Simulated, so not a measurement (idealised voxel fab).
process module | voxel capacitor over wiring
cross-section cut | 155 nm wide | cells 5 nm
A cross-section is a grid of square cells, given in bands from the top down. A band is one or more rows of cells.
Each band's line starts with the height of the band's top and of its bottom, in nm. Then come its materials from left to right, each with its width in nm. One material with "throughout" fills the band from edge to edge. "air" is empty space.
Height 0 is the level under which the wafer as received is all one material. The lowest band goes on downwards, as in "0 down".
A width such as "30 to 40" changes by the same amount from each row of cells to the next, from the band's top row to its bottom row.
"no change" after a step means that no cell of the cross-section changed.
closed voids: empty space of 8 cells or more with no open way to the top, each as width x height at its distance from the left edge, in nm
after a step's settings: what the simulator itself notes on the step
overlay nm, on a step with a mask: how far to the right of its planned place the mask lay; to the left if negative
plan
1 op RECEIVE | material Si
2 op CONFORMAL_DEP | material SiO2 | thk nm 10
3 op CONFORMAL_DEP | material SiCN | thk nm 5
4 op DIRECTIONAL_DEP | material SiO2 | thk nm 20
5 op DIRECTIONAL_DEP | material aC | thk nm 15
6 op PATTERN | tone open | mask id METAL_1 | material resist | width nm 30 | pitch nm 90 | thk nm 35 | overlay nm 0
7 op DIRECTIONAL_ETCH | etch materials aC | depth nm 15
8 op STRIP | etch materials resist
9 op DIRECTIONAL_ETCH | etch materials SiO2 | depth nm 20
10 op DIRECTIONAL_ETCH | etch materials SiCN | depth nm 5
11 op STRIP | etch materials aC
12 op CONFORMAL_DEP | material TiN | thk nm 5
13 op FILL_DEP | material Ru | thk nm 10
14 op CMP | height nm 35
15 op CONFORMAL_DEP | material SiCN | thk nm 5
16 op DIRECTIONAL_DEP | material SiO2 | thk nm 20
17 op PATTERN | tone open | mask id PLUG_1 | material resist | width nm 15 | thk nm 20 | overlay nm 0
18 op DIRECTIONAL_ETCH | etch materials SiO2 | depth nm 20
19 op DIRECTIONAL_ETCH | etch materials SiCN | depth nm 5
20 op STRIP | etch materials resist
21 op EPI | material Ru | thk nm 10
22 op EPI | material Ru | thk nm 10
23 op EPI | material Ru | thk nm 5
24 op DIRECTIONAL_DEP | material TiN | thk nm 10
25 op DIRECTIONAL_DEP | material Al2O3 | thk nm 5
26 op DIRECTIONAL_DEP | material TiN | thk nm 10
27 op DIRECTIONAL_DEP | material aC | thk nm 15
28 op PATTERN | tone cover | mask id UPPER_PLATE | material resist | width nm 65 | thk nm 30 | overlay nm 0
29 op DIRECTIONAL_ETCH | etch materials aC | depth nm 15
30 op STRIP | etch materials resist
31 op DIRECTIONAL_ETCH | etch materials TiN | depth nm 10
32 op DIRECTIONAL_ETCH | etch materials Al2O3 | depth nm 5
33 op STRIP | etch materials aC
34 op DIRECTIONAL_DEP | material aC | thk nm 10
35 op PATTERN | tone cover | mask id LOWER_PLATE | material resist | width nm 75 | thk nm 30 | overlay nm 0
36 op DIRECTIONAL_ETCH | etch materials aC | depth nm 10
37 op STRIP | etch materials resist
38 op DIRECTIONAL_ETCH | etch materials TiN | depth nm 10
39 op STRIP | etch materials aC
40 op FILL_DEP | material SiO2 | thk nm 15
41 op CMP | height nm 95
42 op DIRECTIONAL_DEP | material aC | thk nm 15
43 op PATTERN | tone open | mask id PLUG_2 | material resist | width nm 15 | thk nm 35 | overlay nm 0
44 op DIRECTIONAL_ETCH | etch materials aC | depth nm 15
45 op STRIP | etch materials resist
46 op DIRECTIONAL_ETCH | etch materials SiO2 | depth nm 10
47 op STRIP | etch materials aC
48 op CONFORMAL_DEP | material TiN | thk nm 5
49 op FILL_DEP | material Ru | thk nm 10
50 op CMP | height nm 95
51 op CONFORMAL_DEP | material SiN | thk nm 5
first wafer, as planned
as received, after step 1
  0 down: Si throughout
  closed voids: none
after step 2
  10 to 0: SiO2 throughout
  below 0: unchanged
after step 3
  15 to 10: SiCN throughout
  below 10: unchanged
after step 4
  35 to 15: SiO2 throughout
  below 15: unchanged
after step 5
  50 to 35: aC throughout
  below 35: unchanged
after step 6
  85 to 50: resist 15 | air 30 | resist 60 | air 30 | resist 20
  below 50: unchanged
after step 7
  70 to 50: resist 15 | air 30 | resist 60 | air 30 | resist 20
  50 to 35: aC 15 | air 30 | aC 60 | air 30 | aC 20
  below 35: unchanged
after step 8
  50 to 35: aC 15 | air 30 | aC 60 | air 30 | aC 20
  below 35: unchanged
after step 9
  50 to 35: aC 15 | air 30 | aC 60 | air 30 | aC 20
  35 to 15: SiO2 15 | air 30 | SiO2 60 | air 30 | SiO2 20
  below 15: unchanged
after step 10
  50 to 35: aC 15 | air 30 | aC 60 | air 30 | aC 20
  35 to 15: SiO2 15 | air 30 | SiO2 60 | air 30 | SiO2 20
  15 to 10: SiCN 15 | air 30 | SiCN 60 | air 30 | SiCN 20
  below 10: unchanged
after step 11
  35 to 15: SiO2 15 | air 30 | SiO2 60 | air 30 | SiO2 20
  below 15: unchanged
after step 12
  40 to 35: TiN 20 | air 20 | TiN 70 | air 20 | TiN 25
  35 to 15: SiO2 15 | TiN 5 | air 20 | TiN 5 | SiO2 60 | TiN 5 | air 20 | TiN 5 | SiO2 20
  15 to 10: SiCN 15 | TiN 30 | SiCN 60 | TiN 30 | SiCN 20
  below 10: unchanged
after step 13
  50 to 40: Ru throughout
  40 to 35: TiN 20 | Ru 20 | TiN 70 | Ru 20 | TiN 25
  35 to 15: SiO2 15 | TiN 5 | Ru 20 | TiN 5 | SiO2 60 | TiN 5 | Ru 20 | TiN 5 | SiO2 20
  below 15: unchanged
after step 14
  35 to 15: SiO2 15 | TiN 5 | Ru 20 | TiN 5 | SiO2 60 | TiN 5 | Ru 20 | TiN 5 | SiO2 20
  below 15: unchanged
after step 15
  40 to 35: SiCN throughout
  below 35: unchanged
after step 16
  60 to 40: SiO2 throughout
  below 40: unchanged
after step 17
  80 to 60: resist 30 | air 15 | resist 110
  below 60: unchanged
after step 18
  80 to 60: resist 30 | air 15 | resist 110
  60 to 40: SiO2 30 | air 15 | SiO2 110
  below 40: unchanged
after step 19
  80 to 60: resist 30 | air 15 | resist 110
  60 to 40: SiO2 30 | air 15 | SiO2 110
  40 to 35: SiCN 30 | air 15 | SiCN 110
  below 35: unchanged
after step 20
  60 to 40: SiO2 30 | air 15 | SiO2 110
  below 40: unchanged
after step 21
  60 to 45: SiO2 30 | air 15 | SiO2 110
  45 to 40: SiO2 30 | Ru 15 | SiO2 110
  40 to 35: SiCN 30 | Ru 15 | SiCN 110
  below 35: unchanged
after step 22
  60 to 55: SiO2 30 | air 15 | SiO2 110
  55 to 40: SiO2 30 | Ru 15 | SiO2 110
  below 40: unchanged
after step 23
  60 to 40: SiO2 30 | Ru 15 | SiO2 110
  below 40: unchanged
after step 24
  70 to 60: TiN throughout
  below 60: unchanged
after step 25
  75 to 70: Al2O3 throughout
  below 70: unchanged
after step 26
  85 to 75: TiN throughout
  below 75: unchanged
after step 27
  100 to 85: aC throughout
  below 85: unchanged
after step 28
  130 to 100: air 30 | resist 65 | air 60
  below 100: unchanged
after step 29
  115 to 100: air 30 | resist 65 | air 60
  100 to 85: air 30 | aC 65 | air 60
  below 85: unchanged
after step 30
  100 to 85: air 30 | aC 65 | air 60
  below 85: unchanged
after step 31
  100 to 85: air 30 | aC 65 | air 60
  85 to 75: air 30 | TiN 65 | air 60
  below 75: unchanged
after step 32
  100 to 85: air 30 | aC 65 | air 60
  85 to 75: air 30 | TiN 65 | air 60
  75 to 70: air 30 | Al2O3 65 | air 60
  below 70: unchanged
after step 33
  85 to 75: air 30 | TiN 65 | air 60
  below 75: unchanged
after step 34
  95 to 85: air 30 | aC 65 | air 60
  85 to 80: air 30 | TiN 65 | air 60
  80 to 75: aC 30 | TiN 65 | aC 60
  75 to 70: aC 30 | Al2O3 65 | aC 60
  below 70: unchanged
after step 35
  125 to 95: air 25 | resist 75 | air 55
  95 to 85: air 25 | resist 5 | aC 65 | resist 5 | air 55
  85 to 80: air 25 | resist 5 | TiN 65 | resist 5 | air 55
  below 80: unchanged
after step 36
  115 to 95: air 25 | resist 75 | air 55
  95 to 85: air 25 | resist 5 | aC 65 | resist 5 | air 55
  85 to 80: air 25 | resist 5 | TiN 65 | resist 5 | air 55
  80 to 75: air 25 | aC 5 | TiN 65 | aC 5 | air 55
  75 to 70: air 25 | aC 5 | Al2O3 65 | aC 5 | air 55
  below 70: unchanged
after step 37
  95 to 85: air 30 | aC 65 | air 60
  85 to 80: air 30 | TiN 65 | air 60
  below 80: unchanged
after step 38
  95 to 85: air 30 | aC 65 | air 60
  85 to 80: air 30 | TiN 65 | air 60
  80 to 75: air 25 | aC 5 | TiN 65 | aC 5 | air 55
  75 to 70: air 25 | aC 5 | Al2O3 65 | aC 5 | air 55
  70 to 60: air 25 | TiN 75 | air 55
  below 60: unchanged
after step 39
  85 to 75: air 30 | TiN 65 | air 60
  75 to 70: air 30 | Al2O3 65 | air 60
  below 70: unchanged
after step 40
  100 to 85: SiO2 throughout
  85 to 75: SiO2 30 | TiN 65 | SiO2 60
  75 to 70: SiO2 30 | Al2O3 65 | SiO2 60
  70 to 60: SiO2 25 | TiN 75 | SiO2 55
  below 60: unchanged
after step 41
  95 to 85: SiO2 throughout
  below 85: unchanged
after step 42
  110 to 95: aC throughout
  below 95: unchanged
after step 43
  145 to 110: resist 40 | air 15 | resist 100
  below 110: unchanged
after step 44
  130 to 110: resist 40 | air 15 | resist 100
  110 to 95: aC 40 | air 15 | aC 100
  below 95: unchanged
after step 45
  110 to 95: aC 40 | air 15 | aC 100
  below 95: unchanged
after step 46
  110 to 95: aC 40 | air 15 | aC 100
  95 to 85: SiO2 40 | air 15 | SiO2 100
  below 85: unchanged
after step 47
  95 to 85: SiO2 40 | air 15 | SiO2 100
  below 85: unchanged
after step 48
  100 to 95: TiN 45 | air 5 | TiN 105
  95 to 90: SiO2 40 | TiN 5 | air 5 | TiN 5 | SiO2 100
  90 to 85: SiO2 40 | TiN 15 | SiO2 100
  below 85: unchanged
after step 49
  110 to 100: Ru throughout
  100 to 95: TiN 45 | Ru 5 | TiN 105
  95 to 90: SiO2 40 | TiN 5 | Ru 5 | TiN 5 | SiO2 100
  below 90: unchanged
after step 50
  95 to 90: SiO2 40 | TiN 5 | Ru 5 | TiN 5 | SiO2 100
  below 90: unchanged
after step 51
  100 to 95: SiN throughout
  below 95: unchanged
second wafer: like start, like plan, one mistake. Through step 23 it matches the first wafer
when step 24 should have ended
  65 to 60: Al2O3 throughout
  below 60: unchanged
when step 25 should have ended
  75 to 65: TiN throughout
  below 65: unchanged
when step 26 should have ended
  85 to 65: TiN throughout
  below 65: unchanged
when step 27 should have ended
  100 to 85: aC throughout
  below 85: unchanged
when step 28 should have ended
  130 to 100: air 30 | resist 65 | air 60
  below 100: unchanged
when step 29 should have ended
  115 to 100: air 30 | resist 65 | air 60
  100 to 85: air 30 | aC 65 | air 60
  below 85: unchanged
when step 30 should have ended
  100 to 85: air 30 | aC 65 | air 60
  below 85: unchanged
when step 31 should have ended
  100 to 85: air 30 | aC 65 | air 60
  85 to 75: air 30 | TiN 65 | air 60
  below 75: unchanged
when step 32 should have ended: no change
when step 33 should have ended
  85 to 75: air 30 | TiN 65 | air 60
  below 75: unchanged
when step 34 should have ended
  95 to 85: air 30 | aC 65 | air 60
  85 to 75: aC 30 | TiN 65 | aC 60
  below 75: unchanged
when step 35 should have ended
  125 to 95: air 25 | resist 75 | air 55
  95 to 85: air 25 | resist 5 | aC 65 | resist 5 | air 55
  below 85: unchanged
when step 36 should have ended
  115 to 95: air 25 | resist 75 | air 55
  95 to 85: air 25 | resist 5 | aC 65 | resist 5 | air 55
  85 to 75: air 25 | aC 5 | TiN 65 | aC 5 | air 55
  below 75: unchanged
when step 37 should have ended
  95 to 85: air 30 | aC 65 | air 60
  below 85: unchanged
when step 38 should have ended
  95 to 85: air 30 | aC 65 | air 60
  85 to 75: air 25 | aC 5 | TiN 65 | aC 5 | air 55
  75 to 65: air 25 | TiN 75 | air 55
  below 65: unchanged
when step 39 should have ended
  85 to 75: air 30 | TiN 65 | air 60
  below 75: unchanged
when step 40 should have ended
  100 to 85: SiO2 throughout
  85 to 75: SiO2 30 | TiN 65 | SiO2 60
  75 to 65: SiO2 25 | TiN 75 | SiO2 55
  below 65: unchanged
when step 41 should have ended
  95 to 85: SiO2 throughout
  below 85: unchanged
when step 42 should have ended
  110 to 95: aC throughout
  below 95: unchanged
when step 43 should have ended
  145 to 110: resist 40 | air 15 | resist 100
  below 110: unchanged
when step 44 should have ended
  130 to 110: resist 40 | air 15 | resist 100
  110 to 95: aC 40 | air 15 | aC 100
  below 95: unchanged
when step 45 should have ended
  110 to 95: aC 40 | air 15 | aC 100
  below 95: unchanged
when step 46 should have ended
  110 to 95: aC 40 | air 15 | aC 100
  95 to 85: SiO2 40 | air 15 | SiO2 100
  below 85: unchanged
when step 47 should have ended
  95 to 85: SiO2 40 | air 15 | SiO2 100
  below 85: unchanged
when step 48 should have ended
  100 to 95: TiN 45 | air 5 | TiN 105
  95 to 90: SiO2 40 | TiN 5 | air 5 | TiN 5 | SiO2 100
  90 to 85: SiO2 40 | TiN 15 | SiO2 100
  below 85: unchanged
when step 49 should have ended
  110 to 100: Ru throughout
  100 to 95: TiN 45 | Ru 5 | TiN 105
  95 to 90: SiO2 40 | TiN 5 | Ru 5 | TiN 5 | SiO2 100
  below 90: unchanged
when step 50 should have ended
  95 to 90: SiO2 40 | TiN 5 | Ru 5 | TiN 5 | SiO2 100
  below 90: unchanged
when step 51 should have ended
  100 to 95: SiN throughout
  below 95: unchanged
what went wrong: steps 24 and 25 were swapped
at the end the second wafer has, in cells: 18 more of Al2O3 | 18 fewer of SiO2
